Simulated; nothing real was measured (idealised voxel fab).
Presented below is a process module, voxel fin reveal.
In the cross-section labelled cut, the width is 210 nm and each square cell is 5 nm.
A cross-section in this document is a grid of square cells, and it is written down as bands, the top band listed before the ones below it; a band is made up of one or more rows of cells. Basically the band line says how high the top is and how high the bottom is, in nm, and then what's in it from left to right, every material with its width in nm. Empty space shows up as "empty", and if a single material carries "edge to edge" it runs the full band edge to edge. For the purposes of this specification, 0 denotes the height below which the wafer in its as-received condition is composed wholly of one material, and the lowermost band, lacking a lower limit, extends downward without end, as expressed in "0 nm and below". Graded width ("30 to 40"): value in top row of band = first number; value in bottom row = second number; row-to-row change constant. Take "no change occurred" at face value: in the step it is given for, the cross-section changed in none of its cells. Enclosed voids (no open way to top), threshold 8 cells or more, entry "Closed void catalog", notation width x height at distance, distance from left edge, nm. If you see something after the settings on a step's line, that's the simulator's own remark about that step. Among the settings permitted on a step's line is "overlay nm"; applied to a step with a mask, it specifies the extent to which the mask lay to the right of its planned position, whereas a negative figure signifies a position to the left.

List of planned process steps
1 op RECEIVE | material Si
2 op CONFORMAL_DEP | material SiN | thk nm 10
3 op DIRECTIONAL_DEP | material aC | thk nm 15
4 op PATTERN | tone cover | mask id FINS | material resist | width nm 15 | pitch nm 40 | thk nm 30 | overlay nm 0
5 op DIRECTIONAL_ETCH | etch materials aC | depth nm 15
6 op STRIP | etch materials resist
7 op DIRECTIONAL_ETCH | etch materials SiN | depth nm 10
8 op DIRECTIONAL_ETCH | etch materials Si | depth nm 30
9 op STRIP | etch materials aC
10 op FILL_DEP | material SiO2 | thk nm 15
11 op CMP | height nm 10
12 op SELECTIVE_ETCH | etch materials SiO2 | depth nm 30
13 op STRIP | etch materials SiN
14 op CONFORMAL_DEP | material HfO2 | thk nm 5

So, the first of our two wafers, run just as we planned it

Cross-section: wafer on arrival = after step 1
- 0 nm and below = Si edge to edge
- Closed void catalog: none

Step 2 complete: cross-section through the wafer
- 10 nm to 0 nm = SiN edge to edge
- Nothing below the height 0 has changed.

Step 3 complete: cross-section through the wafer
- 25 nm to 10 nm = aC edge to edge
- Nothing below the height 10 has changed.

Step 4 complete: cross-section through the wafer
- 55 nm to 25 nm = 75 empty / 15 resist / 25 empty / 15 resist / 80 empty
- Nothing below the height 25 has changed.

Step 5 complete: cross-section through the wafer
- 40 nm to 25 nm = 75 empty / 15 resist / 25 empty / 15 resist / 80 empty
- 25 nm to 10 nm = 75 empty / 15 aC / 25 empty / 15 aC / 80 empty
- Nothing below the height 10 has changed.

Step 6 complete: cross-section through the wafer
- 25 nm to 10 nm = 75 empty / 15 aC / 25 empty / 15 aC / 80 empty
- Nothing below the height 10 has changed.

Step 7 complete: cross-section through the wafer
- 25 nm to 10 nm = 75 empty / 15 aC / 25 empty / 15 aC / 80 empty
- 10 nm to 0 nm = 75 empty / 15 SiN / 25 empty / 15 SiN / 80 empty
- Nothing below the height 0 has changed.

Step 8 complete: cross-section through the wafer
- 25 nm to 10 nm = 75 empty / 15 aC / 25 empty / 15 aC / 80 empty
- 10 nm to 0 nm = 75 empty / 15 SiN / 25 empty / 15 SiN / 80 empty
- 0 nm to -30 nm = 75 empty / 15 Si / 25 empty / 15 Si / 80 empty
- Nothing below the height -30 has changed.

Step 9 complete: cross-section through the wafer
- 10 nm to 0 nm = 75 empty / 15 SiN / 25 empty / 15 SiN / 80 empty
- Nothing below the height 0 has changed.

Step 10 complete: cross-section through the wafer
- 25 nm to 10 nm = SiO2 edge to edge
- 10 nm to 0 nm = 75 SiO2 / 15 SiN / 25 SiO2 / 15 SiN / 80 SiO2
- 0 nm to -30 nm = 75 SiO2 / 15 Si / 25 SiO2 / 15 Si / 80 SiO2
- Nothing below the height -30 has changed.

Step 11 complete: cross-section through the wafer
- 10 nm to 0 nm = 75 SiO2 / 15 SiN / 25 SiO2 / 15 SiN / 80 SiO2
- Nothing below the height 0 has changed.

Step 12 complete: cross-section through the wafer
- 10 nm to 0 nm = 75 empty / 15 SiN / 25 empty / 15 SiN / 80 empty
- 0 nm to -20 nm = 75 empty / 15 Si / 25 empty / 15 Si / 80 empty
- Nothing below the height -20 has changed.

Step 13 complete: cross-section through the wafer
- 0 nm to -20 nm = 75 empty / 15 Si / 25 empty / 15 Si / 80 empty
- Nothing below the height -20 has changed.

Step 14 complete: cross-section through the wafer
- 5 nm to 0 nm = 70 empty / 25 HfO2 / 15 empty / 25 HfO2 / 75 empty
- 0 nm to -15 nm = 70 empty / 5 HfO2 / 15 Si / 5 HfO2 / 15 empty / 5 HfO2 / 15 Si / 5 HfO2 / 75 empty
- -15 nm to -20 nm = 75 HfO2 / 15 Si / 25 HfO2 / 15 Si / 80 HfO2
- Nothing below the height -20 has changed.

Second of two: same start, same plan, one run error; steps up to and including 13 match the first

Cross-sectional representation of the second wafer at the time designated in the plan for the completion of step 14: no change occurred
Plan not followed: step 14 of the plan was excluded from execution and never run
Looking at both finished wafers in cells, the second ends up ahead of or behind the first on some materials: HfO2 -58
